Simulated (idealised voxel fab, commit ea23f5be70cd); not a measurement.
Name of the process module below: voxel self aligned contacts
cross-section cut | 250 nm wide | cells 5 nm
Cross-section = grid of square cells, listed top down in bands; band = one or more rows.
Heads up on the band format: heights come first, top then bottom, in nm. After that it's the materials left to right, each with its width in nm. A single material flagged "everywhere" fills the whole band edge to edge, and "blank" means there's empty space there.
The level at which height equals 0 is the one under which the wafer, as it arrives, is entirely one material. No lower edge exists for the bottom band, which continues downward and is notated as in "z 0 and below".
With a width like "30..40", each row of cells in the band differs from the next by the same amount, the top row carrying the first number and the bottom row the second.
"no change occurred" means the step left every cell of the cross-section as it was.
The label "Fully enclosed voids" introduces a list of the empty spaces, 8 cells or larger, that have no open way up to the top; each entry in it reads width x height at distance, where the distance is taken from the left edge and all three are stated in nm.
Formally, on a step line, whatever follows the settings is a remark that the simulator itself makes on the step.
overlay nm: where the mask lay relative to plan, measured to the right, on steps with a mask; negatives go left.
So the way this works: pairs, before and after one process step. The after picture only goes down to the lowest band that actually changed, nothing below. Step and its settings are under each pair. And watch out, pairs might come from different runs of this module, same starting wafer though, so a pair only follows on from the one above if its "Pre-step" entry tells you so.

Pre-step
* z 70 to 60 | W everywhere
* z 60 to 55 | 120 nm TiN  5 nm W  125 nm TiN
* z 55 to 40 | 70 nm SiO2  45 nm SiN  5 nm TiN  5 nm W  5 nm TiN  45 nm SiN  75 nm SiO2
* z 40 to 35 | 70 nm SiO2  45 nm SiN  15 nm TiN  45 nm SiN  75 nm SiO2
* z 35 to 30 | SiN everywhere
* z 30 to 0 | polySi everywhere
* z 0 to -5 | SiO2 everywhere
* z -5 and below | Si everywhere
* Fully enclosed voids: none

Resulting Cross-Section
* z 55 to 40 | 70 nm SiO2  45 nm SiN  5 nm TiN  5 nm W  5 nm TiN  45 nm SiN  75 nm SiO2
* Nothing below the height 40 has changed.
* Fully enclosed voids: none
The two cross-sections above bracket this step: CMP [height nm 55]

Pre-step: For the state before this step, see the after cross-section of the pair located directly above.

Resulting Cross-Section
* z 60 to 55 | SiCN everywhere
* Nothing below the height 55 has changed.
* Fully enclosed voids: none
The two cross-sections above bracket this step: CONFORMAL_DEP [material SiCN] [thk nm 5]

Pre-step
* z 50 to 30 | SiN everywhere
* z 30 to 0 | polySi everywhere
* z 0 to -5 | SiO2 everywhere
* z -5 and below | Si everywhere
* Fully enclosed voids: none

Resulting Cross-Section
* z 65 to 50 | 80 nm blank  30 nm resist  30 nm blank  30 nm resist  80 nm blank
* Nothing below the height 50 has changed.
* Fully enclosed voids: none
The two cross-sections above bracket this step: PATTERN [tone cover] [mask id GATE] [material resist] [width nm 30] [pitch nm 60] [thk nm 15] [overlay nm 0]

Pre-step: For the state before this step, see the after cross-section of the pair located directly above.

Resulting Cross-Section
* z 65 to 50 | 80 nm blank  30 nm resist  30 nm blank  30 nm resist  80 nm blank
* z 50 to 30 | 80 nm blank  30 nm SiN  30 nm blank  30 nm SiN  80 nm blank
* Nothing below the height 30 has changed.
* Fully enclosed voids: none
The two cross-sections above bracket this step: DIRECTIONAL_ETCH [etch materials SiN] [depth nm 20]

Pre-step: For the state before this step, see the after cross-section of the pair located directly above.

Resulting Cross-Section
* z 65 to 50 | 80 nm blank  30 nm resist  30 nm blank  30 nm resist  80 nm blank
* z 50 to 30 | 80 nm blank  30 nm SiN  30 nm blank  30 nm SiN  80 nm blank
* z 30 to 0 | 80 nm blank  30 nm polySi  30 nm blank  30 nm polySi  80 nm blank
* Nothing below the height 0 has changed.
* Fully enclosed voids: none
The two cross-sections above bracket this step: DIRECTIONAL_ETCH [etch materials polySi] [depth nm 30]

Pre-step: For the state before this step, see the after cross-section of the pair located directly above.

Resulting Cross-Section
* z 50 to 30 | 80 nm blank  30 nm SiN  30 nm blank  30 nm SiN  80 nm blank
* Nothing below the height 30 has changed.
* Fully enclosed voids: none
The two cross-sections above bracket this step: STRIP [etch materials resist]

Pre-step: For the state before this step, see the after cross-section of the pair located directly above.

Resulting Cross-Section
* z 60 to 30 | 70 nm blank  50 nm SiN  10 nm blank  50 nm SiN  70 nm blank
* z 30 to 10 | 70 nm blank  10 nm SiN  30 nm polySi  10 nm SiN  10 nm blank  10 nm SiN  30 nm polySi  10 nm SiN  70 nm blank
* z 10 to 0 | 80 nm SiN  30 nm polySi  30 nm SiN  30 nm polySi  80 nm SiN
* Nothing below the height 0 has changed.
* Fully enclosed voids: none
The two cross-sections above bracket this step: CONFORMAL_DEP [material SiN] [thk nm 10]

Pre-step: For the state before this step, see the after cross-section of the pair located directly above.

Resulting Cross-Section
* z 50 to 30 | 70 nm blank  50 nm SiN  10 nm blank  50 nm SiN  70 nm blank
* z 30 to 0 | 70 nm blank  10 nm SiN  30 nm polySi  10 nm SiN  10 nm blank  10 nm SiN  30 nm polySi  10 nm SiN  70 nm blank
* Nothing below the height 0 has changed.
* Fully enclosed voids: none
The two cross-sections above bracket this step: DIRECTIONAL_ETCH [etch materials SiN] [depth nm 10]

Pre-step: For the state before this step, see the after cross-section of the pair located directly above.

Resulting Cross-Section
* z 60 to 50 | SiO2 everywhere
* z 50 to 30 | 70 nm SiO2  50 nm SiN  10 nm SiO2  50 nm SiN  70 nm SiO2
* z 30 to 0 | 70 nm SiO2  10 nm SiN  30 nm polySi  10 nm SiN  10 nm SiO2  10 nm SiN  30 nm polySi  10 nm SiN  70 nm SiO2
* Nothing below the height 0 has changed.
* Fully enclosed voids: none
The two cross-sections above bracket this step: FILL_DEP [material SiO2] [thk nm 10]

Pre-step: For the state before this step, see the after cross-section of the pair located directly above.

Resulting Cross-Section
* z 55 to 50 | SiO2 everywhere
* Nothing below the height 50 has changed.
* Fully enclosed voids: none
The two cross-sections above bracket this step: CMP [height nm 55]

Pre-step: For the state before this step, see the after cross-section of the pair located directly above.

Resulting Cross-Section
* z 70 to 55 | aC everywhere
* Nothing below the height 55 has changed.
* Fully enclosed voids: none
The two cross-sections above bracket this step: DIRECTIONAL_DEP [material aC] [thk nm 15]

Pre-step: For the state before this step, see the after cross-section of the pair located directly above.

Resulting Cross-Section
* z 105 to 70 | 100 nm resist  45 nm blank  105 nm resist
* Nothing below the height 70 has changed.
* Fully enclosed voids: none
The two cross-sections above bracket this step: PATTERN [tone open] [mask id CONTACT] [material resist] [width nm 45] [thk nm 35] [overlay nm 0]

Pre-step: For the state before this step, see the after cross-section of the pair located directly above.

Resulting Cross-Section
* z 90 to 70 | 100 nm resist  45 nm blank  105 nm resist
* z 70 to 55 | 100 nm aC  45 nm blank  105 nm aC
* Nothing below the height 55 has changed.
* Fully enclosed voids: none
The two cross-sections above bracket this step: DIRECTIONAL_ETCH [etch materials aC] [depth nm 15]

Pre-step: For the state before this step, see the after cross-section of the pair located directly above.

Resulting Cross-Section
* z 70 to 55 | 100 nm aC  45 nm blank  105 nm aC
* Nothing below the height 55 has changed.
* Fully enclosed voids: none
The two cross-sections above bracket this step: STRIP [etch materials resist]

Pre-step: For the state before this step, see the after cross-section of the pair located directly above.

Resulting Cross-Section
* z 70 to 55 | 100 nm aC  45 nm blank  105 nm aC
* z 55 to 50 | 100 nm SiO2  45 nm blank  105 nm SiO2
* z 50 to 30 | 70 nm SiO2  50 nm SiN  10 nm blank  50 nm SiN  70 nm SiO2
* z 30 to 0 | 70 nm SiO2  10 nm SiN  30 nm polySi  10 nm SiN  10 nm blank  10 nm SiN  30 nm polySi  10 nm SiN  70 nm SiO2
* z 0 to -5 | 120 nm SiO2  10 nm blank  120 nm SiO2
* Nothing below the height -5 has changed.
* Fully enclosed voids: none
The two cross-sections above bracket this step: DIRECTIONAL_ETCH [etch materials SiO2] [depth nm 60]

Pre-step: For the state before this step, see the after cross-section of the pair located directly above.

Resulting Cross-Section
* z 55 to 50 | 100 nm SiO2  45 nm blank  105 nm SiO2
* Nothing below the height 50 has changed.
* Fully enclosed voids: none
The two cross-sections above bracket this step: STRIP [etch materials aC]

Pre-step: For the state before this step, see the after cross-section of the pair located directly above.

Resulting Cross-Section
* z 60 to 55 | 105 nm TiN  35 nm blank  110 nm TiN
* z 55 to 50 | 100 nm SiO2  45 nm TiN  105 nm SiO2
* z 50 to 30 | 70 nm SiO2  50 nm SiN  10 nm TiN  50 nm SiN  70 nm SiO2
* z 30 to 0 | 70 nm SiO2  10 nm SiN  30 nm polySi  10 nm SiN  10 nm TiN  10 nm SiN  30 nm polySi  10 nm SiN  70 nm SiO2
* z 0 to -5 | 120 nm SiO2  10 nm TiN  120 nm SiO2
* Nothing below the height -5 has changed.
* Fully enclosed voids: none
The two cross-sections above bracket this step: CONFORMAL_DEP [material TiN] [thk nm 5]

Pre-step: For the state before this step, see the after cross-section of the pair located directly above.

Resulting Cross-Section
* z 70 to 60 | W everywhere
* z 60 to 55 | 105 nm TiN  35 nm W  110 nm TiN
* Nothing below the height 55 has changed.
* Fully enclosed voids: none
The two cross-sections above bracket this step: FILL_DEP [material W] [thk nm 10]

Pre-step: For the state before this step, see the after cross-section of the pair located directly above.

Resulting Cross-Section
* z 55 to 50 | 100 nm SiO2  45 nm TiN  105 nm SiO2
* Nothing below the height 50 has changed.
* Fully enclosed voids: none
The two cross-sections above bracket this step: CMP [height nm 55]

Pre-step: For the state before this step, see the after cross-section of the pair located directly above.

Resulting Cross-Section
* z 60 to 55 | SiCN everywhere
* Nothing below the height 55 has changed.
* Fully enclosed voids: none
The two cross-sections above bracket this step: CONFORMAL_DEP [material SiCN] [thk nm 5]

Pre-step
* z 70 to 55 | aC everywhere
* z 55 to 50 | SiO2 everywhere
* z 50 to 30 | 70 nm SiO2  45 nm SiN  15 nm SiO2  45 nm SiN  75 nm SiO2
* z 30 to 0 | 70 nm SiO2  10 nm SiN  25 nm polySi  10 nm SiN  15 nm SiO2  10 nm SiN  25 nm polySi  10 nm SiN  75 nm SiO2
* z 0 to -5 | SiO2 everywhere
* z -5 and below | Si everywhere
* Fully enclosed voids: none

Resulting Cross-Section
* z 105 to 70 | 90 nm resist  45 nm blank  115 nm resist
* Nothing below the height 70 has changed.
* Fully enclosed voids: none
The two cross-sections above bracket this step: PATTERN [tone open] [mask id CONTACT] [material resist] [width nm 45] [thk nm 35] [overlay nm -10]

Pre-step: For the state before this step, see the after cross-section of the pair located directly above.

Resulting Cross-Section
* z 90 to 70 | 90 nm resist  45 nm blank  115 nm resist
* z 70 to 55 | 90 nm aC  45 nm blank  115 nm aC
* Nothing below the height 55 has changed.
* Fully enclosed voids: none
The two cross-sections above bracket this step: DIRECTIONAL_ETCH [etch materials aC] [depth nm 15]

Pre-step: For the state before this step, see the after cross-section of the pair located directly above.

Resulting Cross-Section
* z 70 to 55 | 90 nm aC  45 nm blank  115 nm aC
* Nothing below the height 55 has changed.
* Fully enclosed voids: none
The two cross-sections above bracket this step: STRIP [etch materials resist]

Pre-step: For the state before this step, see the after cross-section of the pair located directly above.

Resulting Cross-Section
* z 70 to 55 | 90 nm aC  45 nm blank  115 nm aC
* z 55 to 50 | 90 nm SiO2  45 nm blank  115 nm SiO2
* z 50 to 30 | 70 nm SiO2  45 nm SiN  15 nm blank  45 nm SiN  75 nm SiO2
* z 30 to 0 | 70 nm SiO2  10 nm SiN  25 nm polySi  10 nm SiN  15 nm blank  10 nm SiN  25 nm polySi  10 nm SiN  75 nm SiO2
* z 0 to -5 | 115 nm SiO2  15 nm blank  120 nm SiO2
* Nothing below the height -5 has changed.
* Fully enclosed voids: none
The two cross-sections above bracket this step: DIRECTIONAL_ETCH [etch materials SiO2] [depth nm 60]

Pre-step: For the state before this step, see the after cross-section of the pair located directly above.

Resulting Cross-Section
* z 55 to 50 | 90 nm SiO2  45 nm blank  115 nm SiO2
* Nothing below the height 50 has changed.
* Fully enclosed voids: none
The two cross-sections above bracket this step: STRIP [etch materials aC]

Pre-step: For the state before this step, see the after cross-section of the pair located directly above.

Resulting Cross-Section
* z 60 to 55 | 95 nm TiN  35 nm blank  120 nm TiN
* z 55 to 50 | 90 nm SiO2  30 nm TiN  5 nm blank  10 nm TiN  115 nm SiO2
* z 50 to 30 | 70 nm SiO2  45 nm SiN  5 nm TiN  5 nm blank  5 nm TiN  45 nm SiN  75 nm SiO2
* z 30 to 0 | 70 nm SiO2  10 nm SiN  25 nm polySi  10 nm SiN  5 nm TiN  5 nm blank  5 nm TiN  10 nm SiN  25 nm polySi  10 nm SiN  75 nm SiO2
* z 0 to -5 | 115 nm SiO2  15 nm TiN  120 nm SiO2
* Nothing below the height -5 has changed.
* Fully enclosed voids: none
The two cross-sections above bracket this step: CONFORMAL_DEP [material TiN] [thk nm 5]

Pre-step: For the state before this step, see the after cross-section of the pair located directly above.

Resulting Cross-Section
* z 70 to 60 | W everywhere
* z 60 to 55 | 95 nm TiN  35 nm W  120 nm TiN
* z 55 to 50 | 90 nm SiO2  30 nm TiN  5 nm W  10 nm TiN  115 nm SiO2
* z 50 to 30 | 70 nm SiO2  45 nm SiN  5 nm TiN  5 nm W  5 nm TiN  45 nm SiN  75 nm SiO2
* z 30 to 0 | 70 nm SiO2  10 nm SiN  25 nm polySi  10 nm SiN  5 nm TiN  5 nm W  5 nm TiN  10 nm SiN  25 nm polySi  10 nm SiN  75 nm SiO2
* Nothing below the height 0 has changed.
* Fully enclosed voids: none
The two cross-sections above bracket this step: FILL_DEP [material W] [thk nm 10]

Pre-step: For the state before this step, see the after cross-section of the pair located directly above.

Resulting Cross-Section
* z 55 to 50 | 90 nm SiO2  30 nm TiN  5 nm W  10 nm TiN  115 nm SiO2
* Nothing below the height 50 has changed.
* Fully enclosed voids: none
The two cross-sections above bracket this step: CMP [height nm 55]

Pre-step: For the state before this step, see the after cross-section of the pair located directly above.

Resulting Cross-Section
* z 60 to 55 | SiCN everywhere
* Nothing below the height 55 has changed.
* Fully enclosed voids: none
The two cross-sections above bracket this step: CONFORMAL_DEP [material SiCN] [thk nm 5]

Pre-step
* z 55 to 50 | 100 nm SiO2  45 nm blank  105 nm SiO2
* z 50 to 30 | 70 nm SiO2  45 nm SiN  15 nm blank  45 nm SiN  75 nm SiO2
* z 30 to 0 | 70 nm SiO2  10 nm SiN  25 nm polySi  10 nm SiN  15 nm blank  10 nm SiN  25 nm polySi  10 nm SiN  75 nm SiO2
* z 0 to -5 | 115 nm SiO2  15 nm blank  120 nm SiO2
* z -5 and below | Si everywhere
* Fully enclosed voids: none

Resulting Cross-Section
* z 60 to 55 | 105 nm SiCN  35 nm blank  110 nm SiCN
* z 55 to 50 | 100 nm SiO2  20 nm SiCN  5 nm blank  20 nm SiCN  105 nm SiO2
* z 50 to 30 | 70 nm SiO2  45 nm SiN  5 nm SiCN  5 nm blank  5 nm SiCN  45 nm SiN  75 nm SiO2
* z 30 to 0 | 70 nm SiO2  10 nm SiN  25 nm polySi  10 nm SiN  5 nm SiCN  5 nm blank  5 nm SiCN  10 nm SiN  25 nm polySi  10 nm SiN  75 nm SiO2
* z 0 to -5 | 115 nm SiO2  15 nm SiCN  120 nm SiO2
* Nothing below the height -5 has changed.
* Fully enclosed voids: none
The two cross-sections above bracket this step: CONFORMAL_DEP [material SiCN] [thk nm 5]

Pre-step: For the state before this step, see the after cross-section of the pair located directly above.

Resulting Cross-Section
* z 70 to 60 | W everywhere
* z 60 to 55 | 105 nm SiCN  35 nm W  110 nm SiCN
* z 55 to 50 | 100 nm SiO2  20 nm SiCN  5 nm W  20 nm SiCN  105 nm SiO2
* z 50 to 30 | 70 nm SiO2  45 nm SiN  5 nm SiCN  5 nm W  5 nm SiCN  45 nm SiN  75 nm SiO2
* z 30 to 0 | 70 nm SiO2  10 nm SiN  25 nm polySi  10 nm SiN  5 nm SiCN  5 nm W  5 nm SiCN  10 nm SiN  25 nm polySi  10 nm SiN  75 nm SiO2
* Nothing below the height 0 has changed.
* Fully enclosed voids: none
The two cross-sections above bracket this step: FILL_DEP [material W] [thk nm 10]

Pre-step: For the state before this step, see the after cross-section of the pair located directly above.

Resulting Cross-Section
* z 55 to 50 | 100 nm SiO2  20 nm SiCN  5 nm W  20 nm SiCN  105 nm SiO2
* Nothing below the height 50 has changed.
* Fully enclosed voids: none
The two cross-sections above bracket this step: CMP [height nm 55]

Pre-step: For the state before this step, see the after cross-section of the pair located directly above.

Resulting Cross-Section
* z 60 to 55 | SiCN everywhere
* Nothing below the height 55 has changed.
* Fully enclosed voids: none
The two cross-sections above bracket this step: CONFORMAL_DEP [material SiCN] [thk nm 5]

Pre-step
* z 70 to 55 | aC everywhere
* z 55 to 50 | SiO2 everywhere
* z 50 to 30 | 70 nm SiO2  45 nm SiN  15 nm SiO2  45 nm SiN  75 nm SiO2
* z 30 to 0 | 70 nm SiO2  10 nm SiN  25 nm polySi  10 nm SiN  15 nm SiO2  10 nm SiN  25 nm polySi  10 nm SiN  75 nm SiO2
* z 0 to -5 | SiO2 everywhere
* z -5 and below | Si everywhere
* Fully enclosed voids: none

Resulting Cross-Section
* z 105 to 70 | 100 nm blank  45 nm resist  105 nm blank
* Nothing below the height 70 has changed.
* Fully enclosed voids: none
The two cross-sections above bracket this step: PATTERN [tone cover] [mask id CONTACT] [material resist] [width nm 45] [thk nm 35] [overlay nm 0]

Pre-step: For the state before this step, see the after cross-section of the pair located directly above.

Resulting Cross-Section
* z 90 to 70 | 100 nm blank  45 nm resist  105 nm blank
* z 70 to 55 | 100 nm blank  45 nm aC  105 nm blank
* Nothing below the height 55 has changed.
* Fully enclosed voids: none
The two cross-sections above bracket this step: DIRECTIONAL_ETCH [etch materials aC] [depth nm 15]

Pre-step: For the state before this step, see the after cross-section of the pair located directly above.

Resulting Cross-Section
* z 70 to 55 | 100 nm blank  45 nm aC  105 nm blank
* Nothing below the height 55 has changed.
* Fully enclosed voids: none
The two cross-sections above bracket this step: STRIP [etch materials resist]

Pre-step: For the state before this step, see the after cross-section of the pair located directly above.

Resulting Cross-Section
* z 70 to 55 | 100 nm blank  45 nm aC  105 nm blank
* z 55 to 50 | 100 nm blank  45 nm SiO2  105 nm blank
* z 50 to 30 | 70 nm blank  45 nm SiN  15 nm SiO2  45 nm SiN  75 nm blank
* z 30 to 0 | 70 nm blank  10 nm SiN  25 nm polySi  10 nm SiN  15 nm SiO2  10 nm SiN  25 nm polySi  10 nm SiN  75 nm blank
* z 0 to -5 | 70 nm blank  105 nm SiO2  75 nm blank
* Nothing below the height -5 has changed.
* Fully enclosed voids: none
The two cross-sections above bracket this step: DIRECTIONAL_ETCH [etch materials SiO2] [depth nm 60]

Pre-step: For the state before this step, see the after cross-section of the pair located directly above.

Resulting Cross-Section
* z 55 to 50 | 100 nm blank  45 nm SiO2  105 nm blank
* Nothing below the height 50 has changed.
* Fully enclosed voids: none
The two cross-sections above bracket this step: STRIP [etch materials aC]

Pre-step: For the state before this step, see the after cross-section of the pair located directly above.

Resulting Cross-Section
* z 60 to 55 | 95 nm blank  55 nm TiN  100 nm blank
* z 55 to 50 | 65 nm blank  35 nm TiN  45 nm SiO2  35 nm TiN  70 nm blank
* z 50 to 30 | 65 nm blank  5 nm TiN  45 nm SiN  15 nm SiO2  45 nm SiN  5 nm TiN  70 nm blank
* z 30 to 0 | 65 nm blank  5 nm TiN  10 nm SiN  25 nm polySi  10 nm SiN  15 nm SiO2  10 nm SiN  25 nm polySi  10 nm SiN  5 nm TiN  70 nm blank
* z 0 to -5 | 70 nm TiN  105 nm SiO2  75 nm TiN
* Nothing below the height -5 has changed.
* Fully enclosed voids: none
The two cross-sections above bracket this step: CONFORMAL_DEP [material TiN] [thk nm 5]

Pre-step: For the state before this step, see the after cross-section of the pair located directly above.

Resulting Cross-Section
* z 70 to 60 | W everywhere
* z 60 to 55 | 95 nm W  55 nm TiN  100 nm W
* z 55 to 50 | 65 nm W  35 nm TiN  45 nm SiO2  35 nm TiN  70 nm W
* z 50 to 30 | 65 nm W  5 nm TiN  45 nm SiN  15 nm SiO2  45 nm SiN  5 nm TiN  70 nm W
* z 30 to 0 | 65 nm W  5 nm TiN  10 nm SiN  25 nm polySi  10 nm SiN  15 nm SiO2  10 nm SiN  25 nm polySi  10 nm SiN  5 nm TiN  70 nm W
* Nothing below the height 0 has changed.
* Fully enclosed voids: none
The two cross-sections above bracket this step: FILL_DEP [material W] [thk nm 10]

Pre-step: For the state before this step, see the after cross-section of the pair located directly above.

Resulting Cross-Section
* z 55 to 50 | 65 nm W  35 nm TiN  45 nm SiO2  35 nm TiN  70 nm W
* Nothing below the height 50 has changed.
* Fully enclosed voids: none
The two cross-sections above bracket this step: CMP [height nm 55]

Pre-step: For the state before this step, see the after cross-section of the pair located directly above.

Resulting Cross-Section
* z 60 to 55 | SiCN everywhere
* Nothing below the height 55 has changed.
* Fully enclosed voids: none
The two cross-sections above bracket this step: CONFORMAL_DEP [material SiCN] [thk nm 5]
